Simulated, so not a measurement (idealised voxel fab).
The following is a process module called voxel ribs on slabs.
Shown is cross-section cut, with a width of 295 nm and square cells of size 5 nm.
Cross-section format: a grid of square cells, given as bands from top to bottom; each band is one or more rows of cells. Top, bottom (nm), then materials left to right with widths (nm); lone material tagged "all across" fills the whole band edge to edge; "air" = empty space. A quick word on heights: they are counted from 0, and under that level the wafer as it came to us is one material throughout. The lowest band is different from the rest in having no bottom; it simply continues downward, written as in "from 0 down". A width given as "30->40" starts at the first number in the band's top row and ends at the second number in its bottom row, shifting by an equal amount at every step from row to row. Step marked "remains unaltered"? Then no cell in the cross-section changed in it. For the entry "Sealed void list", the listed items are empty spaces with no open way to the top whose size is 8 cells or more; each item follows the pattern width x height at distance, where distance is from the left edge and all three are in nm. That trailing text on a step's line, after the settings, is the simulator's own remark on the step. A step line may carry the setting "overlay nm", which, for steps involving a mask, states the distance by which the mask lay to the right of its intended position; negative values denote displacement to the left.
THIS SECTION LISTS THE PROCESS STEPS THAT WERE PLANNED
1) op RECEIVE | material Si
2) op DIRECTIONAL_DEP | material SiO2 | thk nm 20
3) op DIRECTIONAL_DEP | material SiN | thk nm 15
4) op PATTERN | tone cover | mask id RIB | material resist | width nm 25 | thk nm 15 | overlay nm 0
5) op DIRECTIONAL_ETCH | etch materials SiN | depth nm 10
6) op STRIP | etch materials resist
7) op PATTERN | tone cover | mask id SLAB | material resist | width nm 65 | thk nm 15 | overlay nm 0
8) op DIRECTIONAL_ETCH | etch materials SiN | depth nm 5
9) op STRIP | etch materials resist
10) op FILL_DEP | material SiO2 | thk nm 15
11) op CMP | height nm 45
12) op DIRECTIONAL_DEP | material TiN | thk nm 10
13) op MASKED_ETCH | tone cover | mask id HEATER | width nm 35 | etch materials TiN | depth nm 10 | overlay nm 0
14) op CONFORMAL_DEP | material SiN | thk nm 10
FIRST WAFER OF TWO (RUN AS PLANNED)
CROSS-SECTION OF THE INCOMING WAFER, STATE AFTER STEP 1
	from 0 down = Si all across
	Sealed void list: none
WAFER XSEC, POST STEP 2
	from 20 to 0 = SiO2 all across
	Lower than 0, everything is as it was.
WAFER XSEC, POST STEP 3
	from 35 to 20 = SiN all across
	Lower than 20, everything is as it was.
WAFER XSEC, POST STEP 4
	from 50 to 35 = 135 air | 25 resist | 135 air
	Lower than 35, everything is as it was.
WAFER XSEC, POST STEP 5
	from 50 to 35 = 135 air | 25 resist | 135 air
	from 35 to 25 = 135 air | 25 SiN | 135 air
	Lower than 25, everything is as it was.
WAFER XSEC, POST STEP 6
	from 35 to 25 = 135 air | 25 SiN | 135 air
	Lower than 25, everything is as it was.
WAFER XSEC, POST STEP 7
	from 50 to 35 = 115 air | 65 resist | 115 air
	from 35 to 25 = 115 air | 20 resist | 25 SiN | 20 resist | 115 air
	Lower than 25, everything is as it was.
WAFER XSEC, POST STEP 8
	from 50 to 35 = 115 air | 65 resist | 115 air
	from 35 to 25 = 115 air | 20 resist | 25 SiN | 20 resist | 115 air
	from 25 to 20 = 115 air | 65 SiN | 115 air
	Lower than 20, everything is as it was.
WAFER XSEC, POST STEP 9
	from 35 to 25 = 135 air | 25 SiN | 135 air
	Lower than 25, everything is as it was.
WAFER XSEC, POST STEP 10
	from 50 to 35 = SiO2 all across
	from 35 to 25 = 135 SiO2 | 25 SiN | 135 SiO2
	from 25 to 20 = 115 SiO2 | 65 SiN | 115 SiO2
	Lower than 20, everything is as it was.
WAFER XSEC, POST STEP 11
	from 45 to 35 = SiO2 all across
	Lower than 35, everything is as it was.
WAFER XSEC, POST STEP 12
	from 55 to 45 = TiN all across
	Lower than 45, everything is as it was.
WAFER XSEC, POST STEP 13
	from 55 to 45 = 130 air | 35 TiN | 130 air
	Lower than 45, everything is as it was.
WAFER XSEC, POST STEP 14
	from 65 to 55 = 120 air | 55 SiN | 120 air
	from 55 to 45 = 130 SiN | 35 TiN | 130 SiN
	Lower than 45, everything is as it was.
WAFER TWO. SAME START, SAME PLAN, ONE SLIP IN EXECUTION. SAME AS WAFER ONE THROUGH STEP 3, INCLUSIVE
SECOND WAFER PROFILE IN SECTION, AT THE MOMENT STEP 4 OF THE PLAN WAS MEANT TO BE COMPLETE
	from 50 to 35 = 135 air | 30 resist | 130 air
	Lower than 35, everything is as it was.
SECOND WAFER PROFILE IN SECTION, AT THE MOMENT STEP 5 OF THE PLAN WAS MEANT TO BE COMPLETE
	from 50 to 35 = 135 air | 30 resist | 130 air
	from 35 to 25 = 135 air | 30 SiN | 130 air
	Lower than 25, everything is as it was.
SECOND WAFER PROFILE IN SECTION, AT THE MOMENT STEP 6 OF THE PLAN WAS MEANT TO BE COMPLETE
	from 35 to 25 = 135 air | 30 SiN | 130 air
	Lower than 25, everything is as it was.
SECOND WAFER PROFILE IN SECTION, AT THE MOMENT STEP 7 OF THE PLAN WAS MEANT TO BE COMPLETE
	from 50 to 35 = 115 air | 65 resist | 115 air
	from 35 to 25 = 115 air | 20 resist | 30 SiN | 15 resist | 115 air
	Lower than 25, everything is as it was.
SECOND WAFER PROFILE IN SECTION, AT THE MOMENT STEP 8 OF THE PLAN WAS MEANT TO BE COMPLETE
	from 50 to 35 = 115 air | 65 resist | 115 air
	from 35 to 25 = 115 air | 20 resist | 30 SiN | 15 resist | 115 air
	from 25 to 20 = 115 air | 65 SiN | 115 air
	Lower than 20, everything is as it was.
SECOND WAFER PROFILE IN SECTION, AT THE MOMENT STEP 9 OF THE PLAN WAS MEANT TO BE COMPLETE
	from 35 to 25 = 135 air | 30 SiN | 130 air
	Lower than 25, everything is as it was.
SECOND WAFER PROFILE IN SECTION, AT THE MOMENT STEP 10 OF THE PLAN WAS MEANT TO BE COMPLETE
	from 50 to 35 = SiO2 all across
	from 35 to 25 = 135 SiO2 | 30 SiN | 130 SiO2
	from 25 to 20 = 115 SiO2 | 65 SiN | 115 SiO2
	Lower than 20, everything is as it was.
SECOND WAFER PROFILE IN SECTION, AT THE MOMENT STEP 11 OF THE PLAN WAS MEANT TO BE COMPLETE
	from 45 to 35 = SiO2 all across
	Lower than 35, everything is as it was.
SECOND WAFER PROFILE IN SECTION, AT THE MOMENT STEP 12 OF THE PLAN WAS MEANT TO BE COMPLETE
	from 55 to 45 = TiN all across
	Lower than 45, everything is as it was.
SECOND WAFER PROFILE IN SECTION, AT THE MOMENT STEP 13 OF THE PLAN WAS MEANT TO BE COMPLETE
	from 55 to 45 = 130 air | 35 TiN | 130 air
	Lower than 45, everything is as it was.
SECOND WAFER PROFILE IN SECTION, AT THE MOMENT STEP 14 OF THE PLAN WAS MEANT TO BE COMPLETE
	from 65 to 55 = 120 air | 55 SiN | 120 air
	from 55 to 45 = 130 SiN | 35 TiN | 130 SiN
	Lower than 45, everything is as it was.
In executing the process, a mistake was made relative to the plan: step 4 did not happen as planned, as run it was op PATTERN | tone cover | mask id RIB | material resist | width nm 30 | thk nm 15 | overlay nm 0
The closing comparison, in cells, has the second wafer with more or fewer of some materials than the first: SiN: 2 more, SiO2: 2 fewer
